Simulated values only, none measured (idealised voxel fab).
Presented below is a process module, voxel gate over fins.
Each square cell in cross-section cut measures 5 nm, and the section as a whole is 170 nm wide.
A cross-section in this document is a grid of square cells, and it is written down as bands, the top band listed before the ones below it; a band is made up of one or more rows of cells.
The entry gives the band's vertical extent as a top height and a bottom height in nm, then its horizontal make-up as materials from left to right, each with a width in nm. "blank" stands for empty space; a single material marked "all across" fills the band edge to edge.
The level at which height equals 0 is the one under which the wafer, as it arrives, is entirely one material. No lower edge exists for the bottom band, which continues downward and is notated as in "z 0 and below".
Read "30->40" as a graded width: first number on top, second number at the bottom, same change between each pair of neighbouring rows.
Any step labelled "remained the same" changed none of the cells in the cross-section.
Voids not open to the top, 8 cells minimum: see "Trapped void list". Written width x height at distance; distance is from the left edge; nm.
On a step's line, text after the settings is the simulator commenting on that step.
The line of a step may include "overlay nm". On a step with a mask, this value is how far to the right of its planned place the mask lay. A negative value means the mask lay to the left.

**These are the steps we planned for the process**
- 1: RECEIVE [material Si]
- 2: CONFORMAL_DEP [material SiN] [thk nm 10]
- 3: DIRECTIONAL_DEP [material aC] [thk nm 15]
- 4: PATTERN [tone cover] [mask id FINS] [material resist] [width nm 15] [pitch nm 35] [thk nm 30] [overlay nm 0]
- 5: DIRECTIONAL_ETCH [etch materials aC] [depth nm 15]
- 6: STRIP [etch materials resist]
- 7: DIRECTIONAL_ETCH [etch materials SiN] [depth nm 10]
- 8: DIRECTIONAL_ETCH [etch materials Si] [depth nm 40]
- 9: STRIP [etch materials aC]
- 10: OXIDIZE [depth nm 5]
- 11: FILL_DEP [material SiO2] [thk nm 15]
- 12: CMP [height nm 10]
- 13: SELECTIVE_ETCH [etch materials SiO2] [depth nm 25]
- 14: STRIP [etch materials SiN]
- 15: CONFORMAL_DEP [material HfO2] [thk nm 5]
- 16: CONFORMAL_DEP [material TiN] [thk nm 5]
- 17: CONFORMAL_DEP [material TiAl] [thk nm 5]
- 18: CONFORMAL_DEP [material TiN] [thk nm 5]
- 19: FILL_DEP [material W] [thk nm 15]
- 20: CMP [height nm 30]
- 21: CONFORMAL_DEP [material SiCN] [thk nm 5]

**First wafer out of two, processed as planned**

**Cross-section of the wafer upon arrival, representing the state reached after step 1**
    z 0 and below: Si all across
    Trapped void list: none

**The wafer, seen in cross-section, after step 2**
    z 10 to 0: SiN all across
    Nothing below the height 0 has changed.

**The wafer, seen in cross-section, after step 3**
    z 25 to 10: aC all across
    Nothing below the height 10 has changed.

**The wafer, seen in cross-section, after step 4**
    z 55 to 25: blank=25; resist=15; blank=20; resist=15; blank=20; resist=15; blank=20; resist=15; blank=25
    Nothing below the height 25 has changed.

**The wafer, seen in cross-section, after step 5**
    z 40 to 25: blank=25; resist=15; blank=20; resist=15; blank=20; resist=15; blank=20; resist=15; blank=25
    z 25 to 10: blank=25; aC=15; blank=20; aC=15; blank=20; aC=15; blank=20; aC=15; blank=25
    Nothing below the height 10 has changed.

**The wafer, seen in cross-section, after step 6**
    z 25 to 10: blank=25; aC=15; blank=20; aC=15; blank=20; aC=15; blank=20; aC=15; blank=25
    Nothing below the height 10 has changed.

**The wafer, seen in cross-section, after step 7**
    z 25 to 10: blank=25; aC=15; blank=20; aC=15; blank=20; aC=15; blank=20; aC=15; blank=25
    z 10 to 0: blank=25; SiN=15; blank=20; SiN=15; blank=20; SiN=15; blank=20; SiN=15; blank=25
    Nothing below the height 0 has changed.

**The wafer, seen in cross-section, after step 8**
    z 25 to 10: blank=25; aC=15; blank=20; aC=15; blank=20; aC=15; blank=20; aC=15; blank=25
    z 10 to 0: blank=25; SiN=15; blank=20; SiN=15; blank=20; SiN=15; blank=20; SiN=15; blank=25
    z 0 to -40: blank=25; Si=15; blank=20; Si=15; blank=20; Si=15; blank=20; Si=15; blank=25
    Nothing below the height -40 has changed.

**The wafer, seen in cross-section, after step 9**
    z 10 to 0: blank=25; SiN=15; blank=20; SiN=15; blank=20; SiN=15; blank=20; SiN=15; blank=25
    Nothing below the height 0 has changed.

**The wafer, seen in cross-section, after step 10**
    z 10 to 0: blank=25; SiN=15; blank=20; SiN=15; blank=20; SiN=15; blank=20; SiN=15; blank=25
    z 0 to -40: blank=25; SiO2=5; Si=5; SiO2=5; blank=20; SiO2=5; Si=5; SiO2=5; blank=20; SiO2=5; Si=5; SiO2=5; blank=20; SiO2=5; Si=5; SiO2=5; blank=25
    z -40 to -45: SiO2=30; Si=5; SiO2=30; Si=5; SiO2=30; Si=5; SiO2=30; Si=5; SiO2=30
    Nothing below the height -45 has changed.

**The wafer, seen in cross-section, after step 11**
    z 25 to 10: SiO2 all across
    z 10 to 0: SiO2=25; SiN=15; SiO2=20; SiN=15; SiO2=20; SiN=15; SiO2=20; SiN=15; SiO2=25
    z 0 to -45: SiO2=30; Si=5; SiO2=30; Si=5; SiO2=30; Si=5; SiO2=30; Si=5; SiO2=30
    Nothing below the height -45 has changed.

**The wafer, seen in cross-section, after step 12**
    z 10 to 0: SiO2=25; SiN=15; SiO2=20; SiN=15; SiO2=20; SiN=15; SiO2=20; SiN=15; SiO2=25
    Nothing below the height 0 has changed.

**The wafer, seen in cross-section, after step 13**
    z 10 to 0: blank=25; SiN=15; blank=20; SiN=15; blank=20; SiN=15; blank=20; SiN=15; blank=25
    z 0 to -15: blank=30; Si=5; blank=30; Si=5; blank=30; Si=5; blank=30; Si=5; blank=30
    Nothing below the height -15 has changed.

**The wafer, seen in cross-section, after step 14**
    z 0 to -15: blank=30; Si=5; blank=30; Si=5; blank=30; Si=5; blank=30; Si=5; blank=30
    Nothing below the height -15 has changed.

**The wafer, seen in cross-section, after step 15**
    z 5 to 0: blank=25; HfO2=15; blank=20; HfO2=15; blank=20; HfO2=15; blank=20; HfO2=15; blank=25
    z 0 to -10: blank=25; HfO2=5; Si=5; HfO2=5; blank=20; HfO2=5; Si=5; HfO2=5; blank=20; HfO2=5; Si=5; HfO2=5; blank=20; HfO2=5; Si=5; HfO2=5; blank=25
    z -10 to -15: HfO2=30; Si=5; HfO2=30; Si=5; HfO2=30; Si=5; HfO2=30; Si=5; HfO2=30
    Nothing below the height -15 has changed.

**The wafer, seen in cross-section, after step 16**
    z 10 to 5: blank=20; TiN=25; blank=10; TiN=25; blank=10; TiN=25; blank=10; TiN=25; blank=20
    z 5 to 0: blank=20; TiN=5; HfO2=15; TiN=5; blank=10; TiN=5; HfO2=15; TiN=5; blank=10; TiN=5; HfO2=15; TiN=5; blank=10; TiN=5; HfO2=15; TiN=5; blank=20
    z 0 to -5: blank=20; TiN=5; HfO2=5; Si=5; HfO2=5; TiN=5; blank=10; TiN=5; HfO2=5; Si=5; HfO2=5; TiN=5; blank=10; TiN=5; HfO2=5; Si=5; HfO2=5; TiN=5; blank=10; TiN=5; HfO2=5; Si=5; HfO2=5; TiN=5; blank=20
    z -5 to -10: TiN=25; HfO2=5; Si=5; HfO2=5; TiN=20; HfO2=5; Si=5; HfO2=5; TiN=20; HfO2=5; Si=5; HfO2=5; TiN=20; HfO2=5; Si=5; HfO2=5; TiN=25
    Nothing below the height -10 has changed.

**The wafer, seen in cross-section, after step 17**
    z 15 to 10: blank=15; TiAl=140; blank=15
    z 10 to 5: blank=15; TiAl=5; TiN=25; TiAl=10; TiN=25; TiAl=10; TiN=25; TiAl=10; TiN=25; TiAl=5; blank=15
    z 5 to 0: blank=15; TiAl=5; TiN=5; HfO2=15; TiN=5; TiAl=10; TiN=5; HfO2=15; TiN=5; TiAl=10; TiN=5; HfO2=15; TiN=5; TiAl=10; TiN=5; HfO2=15; TiN=5; TiAl=5; blank=15
    z 0 to -5: TiAl=20; TiN=5; HfO2=5; Si=5; HfO2=5; TiN=5; TiAl=10; TiN=5; HfO2=5; Si=5; HfO2=5; TiN=5; TiAl=10; TiN=5; HfO2=5; Si=5; HfO2=5; TiN=5; TiAl=10; TiN=5; HfO2=5; Si=5; HfO2=5; TiN=5; TiAl=20
    Nothing below the height -5 has changed.

**The wafer, seen in cross-section, after step 18**
    z 20 to 15: blank=10; TiN=150; blank=10
    z 15 to 10: blank=10; TiN=5; TiAl=140; TiN=5; blank=10
    z 10 to 5: blank=10; TiN=5; TiAl=5; TiN=25; TiAl=10; TiN=25; TiAl=10; TiN=25; TiAl=10; TiN=25; TiAl=5; TiN=5; blank=10
    z 5 to 0: TiN=15; TiAl=5; TiN=5; HfO2=15; TiN=5; TiAl=10; TiN=5; HfO2=15; TiN=5; TiAl=10; TiN=5; HfO2=15; TiN=5; TiAl=10; TiN=5; HfO2=15; TiN=5; TiAl=5; TiN=15
    Nothing below the height 0 has changed.

**The wafer, seen in cross-section, after step 19**
    z 35 to 20: W all across
    z 20 to 15: W=10; TiN=150; W=10
    z 15 to 10: W=10; TiN=5; TiAl=140; TiN=5; W=10
    z 10 to 5: W=10; TiN=5; TiAl=5; TiN=25; TiAl=10; TiN=25; TiAl=10; TiN=25; TiAl=10; TiN=25; TiAl=5; TiN=5; W=10
    Nothing below the height 5 has changed.

**The wafer, seen in cross-section, after step 20**
    z 30 to 20: W all across
    Nothing below the height 20 has changed.

**The wafer, seen in cross-section, after step 21**
    z 35 to 30: SiCN all across
    Nothing below the height 30 has changed.

**The second wafer was prepared from the same starting point and under the same plan as the first; its processing contained one mistake, and it remains indistinguishable from the first wafer up to and including step 15**

Second wafer, cut view, end of step 16 per plan: remained the same

**Second wafer, cut view, end of step 17 per plan**
    z 10 to 5: blank=20; TiAl=25; blank=10; TiAl=25; blank=10; TiAl=25; blank=10; TiAl=25; blank=20
    z 5 to 0: blank=20; TiAl=5; HfO2=15; TiAl=5; blank=10; TiAl=5; HfO2=15; TiAl=5; blank=10; TiAl=5; HfO2=15; TiAl=5; blank=10; TiAl=5; HfO2=15; TiAl=5; blank=20
    z 0 to -5: blank=20; TiAl=5; HfO2=5; Si=5; HfO2=5; TiAl=5; blank=10; TiAl=5; HfO2=5; Si=5; HfO2=5; TiAl=5; blank=10; TiAl=5; HfO2=5; Si=5; HfO2=5; TiAl=5; blank=10; TiAl=5; HfO2=5; Si=5; HfO2=5; TiAl=5; blank=20
    z -5 to -10: TiAl=25; HfO2=5; Si=5; HfO2=5; TiAl=20; HfO2=5; Si=5; HfO2=5; TiAl=20; HfO2=5; Si=5; HfO2=5; TiAl=20; HfO2=5; Si=5; HfO2=5; TiAl=25
    Nothing below the height -10 has changed.

**Second wafer, cut view, end of step 18 per plan**
    z 15 to 10: blank=15; TiN=140; blank=15
    z 10 to 5: blank=15; TiN=5; TiAl=25; TiN=10; TiAl=25; TiN=10; TiAl=25; TiN=10; TiAl=25; TiN=5; blank=15
    z 5 to 0: blank=15; TiN=5; TiAl=5; HfO2=15; TiAl=5; TiN=10; TiAl=5; HfO2=15; TiAl=5; TiN=10; TiAl=5; HfO2=15; TiAl=5; TiN=10; TiAl=5; HfO2=15; TiAl=5; TiN=5; blank=15
    z 0 to -5: TiN=20; TiAl=5; HfO2=5; Si=5; HfO2=5; TiAl=5; TiN=10; TiAl=5; HfO2=5; Si=5; HfO2=5; TiAl=5; TiN=10; TiAl=5; HfO2=5; Si=5; HfO2=5; TiAl=5; TiN=10; TiAl=5; HfO2=5; Si=5; HfO2=5; TiAl=5; TiN=20
    Nothing below the height -5 has changed.

**Second wafer, cut view, end of step 19 per plan**
    z 30 to 15: W all across
    z 15 to 10: W=15; TiN=140; W=15
    z 10 to 5: W=15; TiN=5; TiAl=25; TiN=10; TiAl=25; TiN=10; TiAl=25; TiN=10; TiAl=25; TiN=5; W=15
    z 5 to 0: W=15; TiN=5; TiAl=5; HfO2=15; TiAl=5; TiN=10; TiAl=5; HfO2=15; TiAl=5; TiN=10; TiAl=5; HfO2=15; TiAl=5; TiN=10; TiAl=5; HfO2=15; TiAl=5; TiN=5; W=15
    Nothing below the height 0 has changed.

Second wafer, cut view, end of step 20 per plan: remained the same

**Second wafer, cut view, end of step 21 per plan**
    z 35 to 30: SiCN all across
    Nothing below the height 30 has changed.
Diagnosis: the run left out plan step 16 entirely, so it was never executed
At the finish, the second wafer shows more or fewer cells for some materials than the first does: TiN -40; W +40
